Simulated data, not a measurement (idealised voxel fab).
Process module heading - voxel wiring stack
Each square cell in cross-section cut measures 5 nm, and the section as a whole is 230 nm wide.
When this document writes out a cross-section, it uses a grid of square cells and lists it as bands, beginning at the top and moving down, with a band standing for one or more rows of cells.
Top, bottom (nm), then materials left to right with widths (nm); lone material tagged "full width" fills the whole band edge to edge; "blank" = empty space.
Beneath 0, the wafer as received is one material, and that level is where height counting begins. The lowest band goes on downward without a bottom; it is written like "0 -> down".
Width: "30->40" (first number = top row, second number = bottom row, same change from row to row of cells).
The designation "nothing was modified", where it is given for a processing step, indicates that no cell of the cross-section was altered in the course of that step.
Look at "Cavities, closed" for the closed voids: empty spaces with no open path to the top, sized 8 cells or up. Each is width x height at distance, distance from the left edge, all nm.
Formally, on a step line, whatever follows the settings is a remark that the simulator itself makes on the step.
Among the settings permitted on a step's line is "overlay nm"; applied to a step with a mask, it specifies the extent to which the mask lay to the right of its planned position, whereas a negative figure signifies a position to the left.
THE PROCESS STEPS THAT WERE PLANNED ARE LISTED BELOW
1 RECEIVE: material Si
2 CONFORMAL_DEP: material SiO2, thk nm 15
3 CONFORMAL_DEP: material SiCN, thk nm 5
4 DIRECTIONAL_DEP: material SiO2, thk nm 25
5 DIRECTIONAL_DEP: material aC, thk nm 10
6 PATTERN: tone open, mask id METAL_1, material resist, width nm 25, pitch nm 50, thk nm 25, overlay nm 0
7 DIRECTIONAL_ETCH: etch materials aC, depth nm 10
8 STRIP: etch materials resist
9 DIRECTIONAL_ETCH: etch materials SiO2, depth nm 25
10 DIRECTIONAL_ETCH: etch materials SiCN, depth nm 5
11 STRIP: etch materials aC
12 CONFORMAL_DEP: material TiN, thk nm 5
13 FILL_DEP: material W, thk nm 5
14 CMP: height nm 45
15 CONFORMAL_DEP: material SiCN, thk nm 5
16 DIRECTIONAL_DEP: material lowk, thk nm 15
17 DIRECTIONAL_DEP: material aC, thk nm 15
18 PATTERN: tone open, mask id PLUG_1, material resist, width nm 15, pitch nm 100, thk nm 35, overlay nm 0
19 DIRECTIONAL_ETCH: etch materials aC, depth nm 15
20 STRIP: etch materials resist
21 DIRECTIONAL_ETCH: etch materials lowk, depth nm 15
22 DIRECTIONAL_ETCH: etch materials SiCN, depth nm 5
23 STRIP: etch materials aC
24 EPI: material Ru, thk nm 10
25 EPI: material Ru, thk nm 10
26 CONFORMAL_DEP: material SiN, thk nm 5
27 DIRECTIONAL_DEP: material SiO2, thk nm 20
28 MASKED_ETCH: tone open, mask id METAL_2, width nm 25, pitch nm 50, etch materials SiO2, depth nm 20, overlay nm 0
29 MASKED_ETCH: tone open, mask id METAL_2, width nm 25, pitch nm 50, etch materials SiN, depth nm 5, overlay nm 0
30 CONFORMAL_DEP: material TiN, thk nm 5
31 FILL_DEP: material Cu, thk nm 10
32 CMP: height nm 90
33 CONFORMAL_DEP: material SiCN, thk nm 5
34 DIRECTIONAL_DEP: material SiO2, thk nm 10
35 DIRECTIONAL_DEP: material aC, thk nm 15
36 PATTERN: tone open, mask id PLUG_2, material resist, width nm 15, pitch nm 100, thk nm 30, overlay nm 0
37 DIRECTIONAL_ETCH: etch materials aC, depth nm 15
38 STRIP: etch materials resist
39 DIRECTIONAL_ETCH: etch materials SiO2, depth nm 10
40 DIRECTIONAL_ETCH: etch materials SiCN, depth nm 5
41 STRIP: etch materials aC
42 CONFORMAL_DEP: material TiN, thk nm 5
43 FILL_DEP: material Ru, thk nm 5
44 CMP: height nm 105
45 DIRECTIONAL_DEP: material TiN, thk nm 5
46 DIRECTIONAL_DEP: material Ru, thk nm 25
47 DIRECTIONAL_DEP: material aC, thk nm 10
48 PATTERN: tone cover, mask id METAL_3, material resist, width nm 25, pitch nm 50, thk nm 30, overlay nm 0
49 DIRECTIONAL_ETCH: etch materials aC, depth nm 10
50 STRIP: etch materials resist
51 DIRECTIONAL_ETCH: etch materials Ru, depth nm 25
52 DIRECTIONAL_ETCH: etch materials TiN, depth nm 5
53 STRIP: etch materials aC
54 CONFORMAL_DEP: material SiCN, thk nm 5
55 FILL_DEP: material SiO2, thk nm 10
56 CMP: height nm 135
57 CONFORMAL_DEP: material SiCN, thk nm 5
58 DIRECTIONAL_DEP: material lowk, thk nm 10
59 PATTERN: tone open, mask id PLUG_3, material resist, width nm 15, pitch nm 100, thk nm 20, overlay nm 0
60 DIRECTIONAL_ETCH: etch materials lowk, depth nm 10
61 DIRECTIONAL_ETCH: etch materials SiCN, depth nm 5
62 STRIP: etch materials resist
63 CONFORMAL_DEP: material TiN, thk nm 5
64 FILL_DEP: material Ru, thk nm 5
65 CMP: height nm 150
66 DIRECTIONAL_DEP: material TiN, thk nm 5
67 DIRECTIONAL_DEP: material W, thk nm 20
68 PATTERN: tone cover, mask id METAL_4, material resist, width nm 25, pitch nm 50, thk nm 20, overlay nm 0
69 DIRECTIONAL_ETCH: etch materials W, depth nm 20
70 DIRECTIONAL_ETCH: etch materials TiN, depth nm 5
71 STRIP: etch materials resist
72 FILL_DEP: material SiO2, thk nm 5
73 CMP: height nm 175
74 CONFORMAL_DEP: material SiN, thk nm 5
INCOMING WAFER IN CROSS-SECTION (STATE: AFTER STEP 1)
	0 -> down = Si full width
	Cavities, closed: none
STARTING WAFER: ABOVE. PLAN: ABOVE. RUN: ONE MISTAKE. CROSS-SECTION AFTER THE MODULE: BELOW
	180 -> 175 = SiN full width
	175 -> 155 = 25 nm SiO2  25 nm W  25 nm SiO2  25 nm W  25 nm SiO2  25 nm W  25 nm SiO2  25 nm W  30 nm SiO2
	155 -> 150 = 25 nm SiO2  25 nm TiN  25 nm SiO2  25 nm TiN  25 nm SiO2  25 nm TiN  25 nm SiO2  25 nm TiN  30 nm SiO2
	150 -> 140 = 25 nm lowk  5 nm TiN  5 nm Ru  5 nm TiN  85 nm lowk  5 nm TiN  5 nm Ru  5 nm TiN  90 nm lowk
	140 -> 135 = 25 nm SiCN  15 nm TiN  85 nm SiCN  15 nm TiN  90 nm SiCN
	135 -> 110 = 20 nm SiO2  5 nm SiCN  25 nm Ru  5 nm SiCN  15 nm SiO2  5 nm SiCN  25 nm Ru  5 nm SiCN  15 nm SiO2  5 nm SiCN  25 nm Ru  5 nm SiCN  15 nm SiO2  5 nm SiCN  25 nm Ru  5 nm SiCN  25 nm SiO2
	110 -> 105 = 25 nm SiCN  25 nm TiN  25 nm SiCN  25 nm TiN  25 nm SiCN  25 nm TiN  25 nm SiCN  25 nm TiN  30 nm SiCN
	105 -> 95 = 25 nm SiO2  5 nm TiN  5 nm Ru  5 nm TiN  85 nm SiO2  5 nm TiN  5 nm Ru  5 nm TiN  90 nm SiO2
	95 -> 90 = 25 nm SiCN  15 nm TiN  85 nm SiCN  15 nm TiN  90 nm SiCN
	90 -> 70 = 25 nm SiO2  5 nm TiN  15 nm Cu  5 nm TiN  25 nm SiO2  5 nm TiN  15 nm Cu  5 nm TiN  25 nm SiO2  5 nm TiN  15 nm Cu  5 nm TiN  25 nm SiO2  5 nm TiN  15 nm Cu  5 nm TiN  30 nm SiO2
	70 -> 65 = 25 nm SiN  25 nm TiN  25 nm SiN  25 nm TiN  25 nm SiN  25 nm TiN  25 nm SiN  25 nm TiN  30 nm SiN
	65 -> 50 = 25 nm lowk  15 nm Ru  85 nm lowk  15 nm Ru  90 nm lowk
	50 -> 45 = 25 nm SiCN  15 nm Ru  85 nm SiCN  15 nm Ru  90 nm SiCN
	45 -> 25 = 25 nm SiO2  5 nm TiN  15 nm W  5 nm TiN  25 nm SiO2  5 nm TiN  15 nm W  5 nm TiN  25 nm SiO2  5 nm TiN  15 nm W  5 nm TiN  25 nm SiO2  5 nm TiN  15 nm W  5 nm TiN  30 nm SiO2
	25 -> 20 = 25 nm SiO2  25 nm TiN  25 nm SiO2  25 nm TiN  25 nm SiO2  25 nm TiN  25 nm SiO2  25 nm TiN  30 nm SiO2
	20 -> 0 = SiO2 full width
	0 -> down = Si full width
	Cavities, closed: none
Run error: so step 3 ended up running with a different setting than we planned, it ran as CONFORMAL_DEP: material SiO2, thk nm 5
